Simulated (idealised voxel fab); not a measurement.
This section sets out a process module, namely voxel wiring stack.
Each square cell in cross-section cut measures 5 nm, and the section as a whole is 280 nm wide.
The cross-sections in this document take the form of a grid made of square cells. They are written out as bands, in order from top to bottom. Each band consists of one or more rows of cells.
Basically the band line says how high the top is and how high the bottom is, in nm, and then what's in it from left to right, every material with its width in nm. Empty space shows up as "air", and if a single material carries "edge to edge" it runs the full band edge to edge.
All heights in this document are referenced to 0, defined as the level beneath which the wafer, as received, consists entirely of one material. The lowest band is not bounded below; it extends indefinitely downward and is written in the form "top 0, no bottom".
It should be noted that a width expressed as "30..40" varies in equal increments from row to row of cells within the band, taking the value of the first number at the top row and that of the second number at the bottom row.
A step reported as "remained the same" is a step in which no cell of the cross-section changed.
"Encapsulated voids": empty spaces of 8 cells or more with no open way to the top, each given as width x height at distance, distance from the left edge, all in nm.
Heads up: the bit after the settings on a step's line is the simulator's remark on that step.
overlay nm: for a step with a mask, the amount by which the mask lay right of where it was planned; a negative amount means left of it.

# This section lists the process steps that were planned
1: RECEIVE [material Si]
2: CONFORMAL_DEP [material SiO2] [thk nm 10]
3: CONFORMAL_DEP [material SiCN] [thk nm 5]
4: DIRECTIONAL_DEP [material lowk] [thk nm 25]
5: DIRECTIONAL_DEP [material aC] [thk nm 10]
6: PATTERN [tone open] [mask id METAL_1] [material resist] [width nm 30] [pitch nm 55] [thk nm 30] [overlay nm 0]
7: DIRECTIONAL_ETCH [etch materials aC] [depth nm 10]
8: STRIP [etch materials resist]
9: DIRECTIONAL_ETCH [etch materials lowk] [depth nm 25]
10: DIRECTIONAL_ETCH [etch materials SiCN] [depth nm 5]
11: STRIP [etch materials aC]
12: CONFORMAL_DEP [material TiN] [thk nm 5]
13: FILL_DEP [material Ru] [thk nm 5]
14: CMP [height nm 40]
15: EPI [material Ru] [thk nm 5]
16: FILL_DEP [material SiCN] [thk nm 5]
17: DIRECTIONAL_DEP [material lowk] [thk nm 15]
18: DIRECTIONAL_DEP [material aC] [thk nm 15]
19: PATTERN [tone open] [mask id PLUG_1] [material resist] [width nm 15] [pitch nm 110] [thk nm 35] [overlay nm 0]
20: DIRECTIONAL_ETCH [etch materials aC] [depth nm 15]
21: STRIP [etch materials resist]
22: DIRECTIONAL_ETCH [etch materials lowk] [depth nm 15]
23: DIRECTIONAL_ETCH [etch materials SiCN] [depth nm 5]
24: STRIP [etch materials aC]
25: EPI [material Ru] [thk nm 10]
26: EPI [material Ru] [thk nm 10]
27: DIRECTIONAL_DEP [material TiN] [thk nm 5]
28: DIRECTIONAL_DEP [material W] [thk nm 25]
29: DIRECTIONAL_DEP [material aC] [thk nm 10]
30: PATTERN [tone cover] [mask id METAL_2] [material resist] [width nm 30] [pitch nm 55] [thk nm 30] [overlay nm 0]
31: DIRECTIONAL_ETCH [etch materials aC] [depth nm 10]
32: STRIP [etch materials resist]
33: DIRECTIONAL_ETCH [etch materials W] [depth nm 25]
34: DIRECTIONAL_ETCH [etch materials TiN] [depth nm 5]
35: STRIP [etch materials aC]
36: CONFORMAL_DEP [material SiCN] [thk nm 5]
37: FILL_DEP [material lowk] [thk nm 5]
38: CMP [height nm 95]
39: CONFORMAL_DEP [material SiCN] [thk nm 5]
40: DIRECTIONAL_DEP [material SiO2] [thk nm 20]
41: MASKED_ETCH [tone open] [mask id PLUG_2] [width nm 15] [pitch nm 55] [etch materials SiO2] [depth nm 20] [overlay nm 0]
42: MASKED_ETCH [tone open] [mask id PLUG_2] [width nm 15] [pitch nm 55] [etch materials SiCN] [depth nm 5] [overlay nm 0]
43: EPI [material Ru] [thk nm 10]
44: EPI [material Ru] [thk nm 10]
45: EPI [material Ru] [thk nm 5]
46: DIRECTIONAL_DEP [material TiN] [thk nm 5]
47: DIRECTIONAL_DEP [material Ru] [thk nm 25]
48: MASKED_ETCH [tone cover] [mask id METAL_3] [width nm 30] [pitch nm 55] [etch materials Ru] [depth nm 25] [overlay nm 0]
49: MASKED_ETCH [tone cover] [mask id METAL_3] [width nm 30] [pitch nm 55] [etch materials TiN] [depth nm 5] [overlay nm 0]
50: FILL_DEP [material lowk] [thk nm 5]
51: CMP [height nm 150]
52: CONFORMAL_DEP [material SiN] [thk nm 5]

# The first of a set of two wafers, run to plan

# Cross-section, incoming material, after step 1
    top 0, no bottom | Si edge to edge
    Encapsulated voids: none

# Cross-section through the wafer, step 2 finished
    top 10, bottom 0 | SiO2 edge to edge
    For the remainder of the cross-section, below 0, there is no change.

# Cross-section through the wafer, step 3 finished
    top 15, bottom 10 | SiCN edge to edge
    For the remainder of the cross-section, below 10, there is no change.

# Cross-section through the wafer, step 4 finished
    top 40, bottom 15 | lowk edge to edge
    For the remainder of the cross-section, below 15, there is no change.

# Cross-section through the wafer, step 5 finished
    top 50, bottom 40 | aC edge to edge
    For the remainder of the cross-section, below 40, there is no change.

# Cross-section through the wafer, step 6 finished
    top 80, bottom 50 | resist 40 nm / air 30 nm / resist 25 nm / air 30 nm / resist 25 nm / air 30 nm / resist 25 nm / air 30 nm / resist 45 nm
    For the remainder of the cross-section, below 50, there is no change.

# Cross-section through the wafer, step 7 finished
    top 70, bottom 50 | resist 40 nm / air 30 nm / resist 25 nm / air 30 nm / resist 25 nm / air 30 nm / resist 25 nm / air 30 nm / resist 45 nm
    top 50, bottom 40 | aC 40 nm / air 30 nm / aC 25 nm / air 30 nm / aC 25 nm / air 30 nm / aC 25 nm / air 30 nm / aC 45 nm
    For the remainder of the cross-section, below 40, there is no change.

# Cross-section through the wafer, step 8 finished
    top 50, bottom 40 | aC 40 nm / air 30 nm / aC 25 nm / air 30 nm / aC 25 nm / air 30 nm / aC 25 nm / air 30 nm / aC 45 nm
    For the remainder of the cross-section, below 40, there is no change.

# Cross-section through the wafer, step 9 finished
    top 50, bottom 40 | aC 40 nm / air 30 nm / aC 25 nm / air 30 nm / aC 25 nm / air 30 nm / aC 25 nm / air 30 nm / aC 45 nm
    top 40, bottom 15 | lowk 40 nm / air 30 nm / lowk 25 nm / air 30 nm / lowk 25 nm / air 30 nm / lowk 25 nm / air 30 nm / lowk 45 nm
    For the remainder of the cross-section, below 15, there is no change.

# Cross-section through the wafer, step 10 finished
    top 50, bottom 40 | aC 40 nm / air 30 nm / aC 25 nm / air 30 nm / aC 25 nm / air 30 nm / aC 25 nm / air 30 nm / aC 45 nm
    top 40, bottom 15 | lowk 40 nm / air 30 nm / lowk 25 nm / air 30 nm / lowk 25 nm / air 30 nm / lowk 25 nm / air 30 nm / lowk 45 nm
    top 15, bottom 10 | SiCN 40 nm / air 30 nm / SiCN 25 nm / air 30 nm / SiCN 25 nm / air 30 nm / SiCN 25 nm / air 30 nm / SiCN 45 nm
    For the remainder of the cross-section, below 10, there is no change.

# Cross-section through the wafer, step 11 finished
    top 40, bottom 15 | lowk 40 nm / air 30 nm / lowk 25 nm / air 30 nm / lowk 25 nm / air 30 nm / lowk 25 nm / air 30 nm / lowk 45 nm
    For the remainder of the cross-section, below 15, there is no change.

# Cross-section through the wafer, step 12 finished
    top 45, bottom 40 | TiN 45 nm / air 20 nm / TiN 35 nm / air 20 nm / TiN 35 nm / air 20 nm / TiN 35 nm / air 20 nm / TiN 50 nm
    top 40, bottom 15 | lowk 40 nm / TiN 5 nm / air 20 nm / TiN 5 nm / lowk 25 nm / TiN 5 nm / air 20 nm / TiN 5 nm / lowk 25 nm / TiN 5 nm / air 20 nm / TiN 5 nm / lowk 25 nm / TiN 5 nm / air 20 nm / TiN 5 nm / lowk 45 nm
    top 15, bottom 10 | SiCN 40 nm / TiN 30 nm / SiCN 25 nm / TiN 30 nm / SiCN 25 nm / TiN 30 nm / SiCN 25 nm / TiN 30 nm / SiCN 45 nm
    For the remainder of the cross-section, below 10, there is no change.

# Cross-section through the wafer, step 13 finished
    top 50, bottom 45 | Ru edge to edge
    top 45, bottom 40 | TiN 45 nm / Ru 20 nm / TiN 35 nm / Ru 20 nm / TiN 35 nm / Ru 20 nm / TiN 35 nm / Ru 20 nm / TiN 50 nm
    top 40, bottom 15 | lowk 40 nm / TiN 5 nm / Ru 20 nm / TiN 5 nm / lowk 25 nm / TiN 5 nm / Ru 20 nm / TiN 5 nm / lowk 25 nm / TiN 5 nm / Ru 20 nm / TiN 5 nm / lowk 25 nm / TiN 5 nm / Ru 20 nm / TiN 5 nm / lowk 45 nm
    For the remainder of the cross-section, below 15, there is no change.

# Cross-section through the wafer, step 14 finished
    top 40, bottom 15 | lowk 40 nm / TiN 5 nm / Ru 20 nm / TiN 5 nm / lowk 25 nm / TiN 5 nm / Ru 20 nm / TiN 5 nm / lowk 25 nm / TiN 5 nm / Ru 20 nm / TiN 5 nm / lowk 25 nm / TiN 5 nm / Ru 20 nm / TiN 5 nm / lowk 45 nm
    For the remainder of the cross-section, below 15, there is no change.

# Cross-section through the wafer, step 15 finished
    top 45, bottom 40 | air 35 nm / Ru 40 nm / air 15 nm / Ru 40 nm / air 15 nm / Ru 40 nm / air 15 nm / Ru 40 nm / air 40 nm
    For the remainder of the cross-section, below 40, there is no change.

# Cross-section through the wafer, step 16 finished
    top 50, bottom 45 | SiCN edge to edge
    top 45, bottom 40 | SiCN 35 nm / Ru 40 nm / SiCN 15 nm / Ru 40 nm / SiCN 15 nm / Ru 40 nm / SiCN 15 nm / Ru 40 nm / SiCN 40 nm
    For the remainder of the cross-section, below 40, there is no change.

# Cross-section through the wafer, step 17 finished
    top 65, bottom 50 | lowk edge to edge
    For the remainder of the cross-section, below 50, there is no change.

# Cross-section through the wafer, step 18 finished
    top 80, bottom 65 | aC edge to edge
    For the remainder of the cross-section, below 65, there is no change.

# Cross-section through the wafer, step 19 finished
    top 115, bottom 80 | resist 40 nm / air 15 nm / resist 95 nm / air 15 nm / resist 115 nm
    For the remainder of the cross-section, below 80, there is no change.

# Cross-section through the wafer, step 20 finished
    top 100, bottom 80 | resist 40 nm / air 15 nm / resist 95 nm / air 15 nm / resist 115 nm
    top 80, bottom 65 | aC 40 nm / air 15 nm / aC 95 nm / air 15 nm / aC 115 nm
    For the remainder of the cross-section, below 65, there is no change.

# Cross-section through the wafer, step 21 finished
    top 80, bottom 65 | aC 40 nm / air 15 nm / aC 95 nm / air 15 nm / aC 115 nm
    For the remainder of the cross-section, below 65, there is no change.

# Cross-section through the wafer, step 22 finished
    top 80, bottom 65 | aC 40 nm / air 15 nm / aC 95 nm / air 15 nm / aC 115 nm
    top 65, bottom 50 | lowk 40 nm / air 15 nm / lowk 95 nm / air 15 nm / lowk 115 nm
    For the remainder of the cross-section, below 50, there is no change.

# Cross-section through the wafer, step 23 finished
    top 80, bottom 65 | aC 40 nm / air 15 nm / aC 95 nm / air 15 nm / aC 115 nm
    top 65, bottom 50 | lowk 40 nm / air 15 nm / lowk 95 nm / air 15 nm / lowk 115 nm
    top 50, bottom 45 | SiCN 40 nm / air 15 nm / SiCN 95 nm / air 15 nm / SiCN 115 nm
    For the remainder of the cross-section, below 45, there is no change.

# Cross-section through the wafer, step 24 finished
    top 65, bottom 50 | lowk 40 nm / air 15 nm / lowk 95 nm / air 15 nm / lowk 115 nm
    For the remainder of the cross-section, below 50, there is no change.

# Cross-section through the wafer, step 25 finished
    top 65, bottom 55 | lowk 40 nm / air 15 nm / lowk 95 nm / air 15 nm / lowk 115 nm
    top 55, bottom 50 | lowk 40 nm / Ru 15 nm / lowk 95 nm / Ru 15 nm / lowk 115 nm
    top 50, bottom 45 | SiCN 40 nm / Ru 15 nm / SiCN 95 nm / Ru 15 nm / SiCN 115 nm
    For the remainder of the cross-section, below 45, there is no change.

# Cross-section through the wafer, step 26 finished
    top 65, bottom 50 | lowk 40 nm / Ru 15 nm / lowk 95 nm / Ru 15 nm / lowk 115 nm
    For the remainder of the cross-section, below 50, there is no change.

# Cross-section through the wafer, step 27 finished
    top 70, bottom 65 | TiN edge to edge
    For the remainder of the cross-section, below 65, there is no change.

# Cross-section through the wafer, step 28 finished
    top 95, bottom 70 | W edge to edge
    For the remainder of the cross-section, below 70, there is no change.

# Cross-section through the wafer, step 29 finished
    top 105, bottom 95 | aC edge to edge
    For the remainder of the cross-section, below 95, there is no change.

# Cross-section through the wafer, step 30 finished
    top 135, bottom 105 | air 40 nm / resist 30 nm / air 25 nm / resist 30 nm / air 25 nm / resist 30 nm / air 25 nm / resist 30 nm / air 45 nm
    For the remainder of the cross-section, below 105, there is no change.

# Cross-section through the wafer, step 31 finished
    top 125, bottom 105 | air 40 nm / resist 30 nm / air 25 nm / resist 30 nm / air 25 nm / resist 30 nm / air 25 nm / resist 30 nm / air 45 nm
    top 105, bottom 95 | air 40 nm / aC 30 nm / air 25 nm / aC 30 nm / air 25 nm / aC 30 nm / air 25 nm / aC 30 nm / air 45 nm
    For the remainder of the cross-section, below 95, there is no change.

# Cross-section through the wafer, step 32 finished
    top 105, bottom 95 | air 40 nm / aC 30 nm / air 25 nm / aC 30 nm / air 25 nm / aC 30 nm / air 25 nm / aC 30 nm / air 45 nm
    For the remainder of the cross-section, below 95, there is no change.

# Cross-section through the wafer, step 33 finished
    top 105, bottom 95 | air 40 nm / aC 30 nm / air 25 nm / aC 30 nm / air 25 nm / aC 30 nm / air 25 nm / aC 30 nm / air 45 nm
    top 95, bottom 70 | air 40 nm / W 30 nm / air 25 nm / W 30 nm / air 25 nm / W 30 nm / air 25 nm / W 30 nm / air 45 nm
    For the remainder of the cross-section, below 70, there is no change.

# Cross-section through the wafer, step 34 finished
    top 105, bottom 95 | air 40 nm / aC 30 nm / air 25 nm / aC 30 nm / air 25 nm / aC 30 nm / air 25 nm / aC 30 nm / air 45 nm
    top 95, bottom 70 | air 40 nm / W 30 nm / air 25 nm / W 30 nm / air 25 nm / W 30 nm / air 25 nm / W 30 nm / air 45 nm
    top 70, bottom 65 | air 40 nm / TiN 30 nm / air 25 nm / TiN 30 nm / air 25 nm / TiN 30 nm / air 25 nm / TiN 30 nm / air 45 nm
    For the remainder of the cross-section, below 65, there is no change.

# Cross-section through the wafer, step 35 finished
    top 95, bottom 70 | air 40 nm / W 30 nm / air 25 nm / W 30 nm / air 25 nm / W 30 nm / air 25 nm / W 30 nm / air 45 nm
    For the remainder of the cross-section, below 70, there is no change.

# Cross-section through the wafer, step 36 finished
    top 100, bottom 95 | air 35 nm / SiCN 40 nm / air 15 nm / SiCN 40 nm / air 15 nm / SiCN 40 nm / air 15 nm / SiCN 40 nm / air 40 nm
    top 95, bottom 70 | air 35 nm / SiCN 5 nm / W 30 nm / SiCN 5 nm / air 15 nm / SiCN 5 nm / W 30 nm / SiCN 5 nm / air 15 nm / SiCN 5 nm / W 30 nm / SiCN 5 nm / air 15 nm / SiCN 5 nm / W 30 nm / SiCN 5 nm / air 40 nm
    top 70, bottom 65 | SiCN 40 nm / TiN 30 nm / SiCN 25 nm / TiN 30 nm / SiCN 25 nm / TiN 30 nm / SiCN 25 nm / TiN 30 nm / SiCN 45 nm
    For the remainder of the cross-section, below 65, there is no change.

# Cross-section through the wafer, step 37 finished
    top 105, bottom 100 | lowk edge to edge
    top 100, bottom 95 | lowk 35 nm / SiCN 40 nm / lowk 15 nm / SiCN 40 nm / lowk 15 nm / SiCN 40 nm / lowk 15 nm / SiCN 40 nm / lowk 40 nm
    top 95, bottom 70 | lowk 35 nm / SiCN 5 nm / W 30 nm / SiCN 5 nm / lowk 15 nm / SiCN 5 nm / W 30 nm / SiCN 5 nm / lowk 15 nm / SiCN 5 nm / W 30 nm / SiCN 5 nm / lowk 15 nm / SiCN 5 nm / W 30 nm / SiCN 5 nm / lowk 40 nm
    For the remainder of the cross-section, below 70, there is no change.

# Cross-section through the wafer, step 38 finished
    top 95, bottom 70 | lowk 35 nm / SiCN 5 nm / W 30 nm / SiCN 5 nm / lowk 15 nm / SiCN 5 nm / W 30 nm / SiCN 5 nm / lowk 15 nm / SiCN 5 nm / W 30 nm / SiCN 5 nm / lowk 15 nm / SiCN 5 nm / W 30 nm / SiCN 5 nm / lowk 40 nm
    For the remainder of the cross-section, below 70, there is no change.

# Cross-section through the wafer, step 39 finished
    top 100, bottom 95 | SiCN edge to edge
    For the remainder of the cross-section, below 95, there is no change.

# Cross-section through the wafer, step 40 finished
    top 120, bottom 100 | SiO2 edge to edge
    For the remainder of the cross-section, below 100, there is no change.

# Cross-section through the wafer, step 41 finished
    top 120, bottom 100 | SiO2 40 nm / air 15 nm / SiO2 40 nm / air 15 nm / SiO2 40 nm / air 15 nm / SiO2 40 nm / air 15 nm / SiO2 60 nm
    For the remainder of the cross-section, below 100, there is no change.

# Cross-section through the wafer, step 42 finished
    top 120, bottom 100 | SiO2 40 nm / air 15 nm / SiO2 40 nm / air 15 nm / SiO2 40 nm / air 15 nm / SiO2 40 nm / air 15 nm / SiO2 60 nm
    top 100, bottom 95 | SiCN 40 nm / air 15 nm / SiCN 40 nm / air 15 nm / SiCN 40 nm / air 15 nm / SiCN 40 nm / air 15 nm / SiCN 60 nm
    For the remainder of the cross-section, below 95, there is no change.

# Cross-section through the wafer, step 43 finished
    top 120, bottom 105 | SiO2 40 nm / air 15 nm / SiO2 40 nm / air 15 nm / SiO2 40 nm / air 15 nm / SiO2 40 nm / air 15 nm / SiO2 60 nm
    top 105, bottom 100 | SiO2 40 nm / Ru 15 nm / SiO2 40 nm / Ru 15 nm / SiO2 40 nm / Ru 15 nm / SiO2 40 nm / Ru 15 nm / SiO2 60 nm
    top 100, bottom 95 | SiCN 40 nm / Ru 15 nm / SiCN 40 nm / Ru 15 nm / SiCN 40 nm / Ru 15 nm / SiCN 40 nm / Ru 15 nm / SiCN 60 nm
    For the remainder of the cross-section, below 95, there is no change.

# Cross-section through the wafer, step 44 finished
    top 120, bottom 115 | SiO2 40 nm / air 15 nm / SiO2 40 nm / air 15 nm / SiO2 40 nm / air 15 nm / SiO2 40 nm / air 15 nm / SiO2 60 nm
    top 115, bottom 100 | SiO2 40 nm / Ru 15 nm / SiO2 40 nm / Ru 15 nm / SiO2 40 nm / Ru 15 nm / SiO2 40 nm / Ru 15 nm / SiO2 60 nm
    For the remainder of the cross-section, below 100, there is no change.

# Cross-section through the wafer, step 45 finished
    top 120, bottom 100 | SiO2 40 nm / Ru 15 nm / SiO2 40 nm / Ru 15 nm / SiO2 40 nm / Ru 15 nm / SiO2 40 nm / Ru 15 nm / SiO2 60 nm
    For the remainder of the cross-section, below 100, there is no change.

# Cross-section through the wafer, step 46 finished
    top 125, bottom 120 | TiN edge to edge
    For the remainder of the cross-section, below 120, there is no change.

# Cross-section through the wafer, step 47 finished
    top 150, bottom 125 | Ru edge to edge
    For the remainder of the cross-section, below 125, there is no change.

# Cross-section through the wafer, step 48 finished
    top 150, bottom 125 | air 40 nm / Ru 30 nm / air 25 nm / Ru 30 nm / air 25 nm / Ru 30 nm / air 25 nm / Ru 30 nm / air 45 nm
    For the remainder of the cross-section, below 125, there is no change.

# Cross-section through the wafer, step 49 finished
    top 150, bottom 125 | air 40 nm / Ru 30 nm / air 25 nm / Ru 30 nm / air 25 nm / Ru 30 nm / air 25 nm / Ru 30 nm / air 45 nm
    top 125, bottom 120 | air 40 nm / TiN 30 nm / air 25 nm / TiN 30 nm / air 25 nm / TiN 30 nm / air 25 nm / TiN 30 nm / air 45 nm
    For the remainder of the cross-section, below 120, there is no change.

# Cross-section through the wafer, step 50 finished
    top 155, bottom 150 | lowk edge to edge
    top 150, bottom 125 | lowk 40 nm / Ru 30 nm / lowk 25 nm / Ru 30 nm / lowk 25 nm / Ru 30 nm / lowk 25 nm / Ru 30 nm / lowk 45 nm
    top 125, bottom 120 | lowk 40 nm / TiN 30 nm / lowk 25 nm / TiN 30 nm / lowk 25 nm / TiN 30 nm / lowk 25 nm / TiN 30 nm / lowk 45 nm
    For the remainder of the cross-section, below 120, there is no change.

# Cross-section through the wafer, step 51 finished
    top 150, bottom 125 | lowk 40 nm / Ru 30 nm / lowk 25 nm / Ru 30 nm / lowk 25 nm / Ru 30 nm / lowk 25 nm / Ru 30 nm / lowk 45 nm
    For the remainder of the cross-section, below 125, there is no change.

# Cross-section through the wafer, step 52 finished
    top 155, bottom 150 | SiN edge to edge
    For the remainder of the cross-section, below 150, there is no change.

# second wafer: like start, like plan, one mistake. Through step 39 it matches the first wafer

# Second wafer, section view, time point: scheduled end of step 40
    top 140, bottom 100 | SiO2 edge to edge
    For the remainder of the cross-section, below 100, there is no change.

# Second wafer, section view, time point: scheduled end of step 41
    top 140, bottom 120 | SiO2 40 nm / air 15 nm / SiO2 40 nm / air 15 nm / SiO2 40 nm / air 15 nm / SiO2 40 nm / air 15 nm / SiO2 60 nm
    For the remainder of the cross-section, below 120, there is no change.

Second wafer, section view, time point: scheduled end of step 42: remained the same

Second wafer, section view, time point: scheduled end of step 43: remained the same

Second wafer, section view, time point: scheduled end of step 44: remained the same

Second wafer, section view, time point: scheduled end of step 45: remained the same

# Second wafer, section view, time point: scheduled end of step 46
    top 145, bottom 140 | TiN 40 nm / air 15 nm / TiN 40 nm / air 15 nm / TiN 40 nm / air 15 nm / TiN 40 nm / air 15 nm / TiN 60 nm
    top 140, bottom 125 | SiO2 40 nm / air 15 nm / SiO2 40 nm / air 15 nm / SiO2 40 nm / air 15 nm / SiO2 40 nm / air 15 nm / SiO2 60 nm
    top 125, bottom 120 | SiO2 40 nm / TiN 15 nm / SiO2 40 nm / TiN 15 nm / SiO2 40 nm / TiN 15 nm / SiO2 40 nm / TiN 15 nm / SiO2 60 nm
    For the remainder of the cross-section, below 120, there is no change.

# Second wafer, section view, time point: scheduled end of step 47
    top 170, bottom 150 | Ru 40 nm / air 15 nm / Ru 40 nm / air 15 nm / Ru 40 nm / air 15 nm / Ru 40 nm / air 15 nm / Ru 60 nm
    top 150, bottom 145 | Ru edge to edge
    top 145, bottom 140 | TiN 40 nm / Ru 15 nm / TiN 40 nm / Ru 15 nm / TiN 40 nm / Ru 15 nm / TiN 40 nm / Ru 15 nm / TiN 60 nm
    top 140, bottom 125 | SiO2 40 nm / Ru 15 nm / SiO2 40 nm / Ru 15 nm / SiO2 40 nm / Ru 15 nm / SiO2 40 nm / Ru 15 nm / SiO2 60 nm
    For the remainder of the cross-section, below 125, there is no change.

# Second wafer, section view, time point: scheduled end of step 48
    top 170, bottom 150 | air 55 nm / Ru 15 nm / air 40 nm / Ru 15 nm / air 40 nm / Ru 15 nm / air 40 nm / Ru 15 nm / air 45 nm
    top 150, bottom 145 | air 40 nm / Ru 30 nm / air 25 nm / Ru 30 nm / air 25 nm / Ru 30 nm / air 25 nm / Ru 30 nm / air 45 nm
    For the remainder of the cross-section, below 145, there is no change.

# Second wafer, section view, time point: scheduled end of step 49
    top 170, bottom 150 | air 55 nm / Ru 15 nm / air 40 nm / Ru 15 nm / air 40 nm / Ru 15 nm / air 40 nm / Ru 15 nm / air 45 nm
    top 150, bottom 145 | air 40 nm / Ru 30 nm / air 25 nm / Ru 30 nm / air 25 nm / Ru 30 nm / air 25 nm / Ru 30 nm / air 45 nm
    top 145, bottom 140 | air 40 nm / Ru 15 nm / TiN 15 nm / air 25 nm / Ru 15 nm / TiN 15 nm / air 25 nm / Ru 15 nm / TiN 15 nm / air 25 nm / Ru 15 nm / TiN 15 nm / air 45 nm
    For the remainder of the cross-section, below 140, there is no change.

# Second wafer, section view, time point: scheduled end of step 50
    top 175, bottom 170 | lowk edge to edge
    top 170, bottom 150 | lowk 55 nm / Ru 15 nm / lowk 40 nm / Ru 15 nm / lowk 40 nm / Ru 15 nm / lowk 40 nm / Ru 15 nm / lowk 45 nm
    top 150, bottom 145 | lowk 40 nm / Ru 30 nm / lowk 25 nm / Ru 30 nm / lowk 25 nm / Ru 30 nm / lowk 25 nm / Ru 30 nm / lowk 45 nm
    top 145, bottom 140 | lowk 40 nm / Ru 15 nm / TiN 15 nm / lowk 25 nm / Ru 15 nm / TiN 15 nm / lowk 25 nm / Ru 15 nm / TiN 15 nm / lowk 25 nm / Ru 15 nm / TiN 15 nm / lowk 45 nm
    For the remainder of the cross-section, below 140, there is no change.

# Second wafer, section view, time point: scheduled end of step 51
    top 150, bottom 145 | lowk 40 nm / Ru 30 nm / lowk 25 nm / Ru 30 nm / lowk 25 nm / Ru 30 nm / lowk 25 nm / Ru 30 nm / lowk 45 nm
    For the remainder of the cross-section, below 145, there is no change.

# Second wafer, section view, time point: scheduled end of step 52
    top 155, bottom 150 | SiN edge to edge
    For the remainder of the cross-section, below 150, there is no change.
Diagnosis: the plan's step 40 ran twice
Cell-count delta at end, second wafer over first, by material: Ru: 108 fewer; SiCN: 12 more; SiO2: 224 more; lowk: 128 fewer
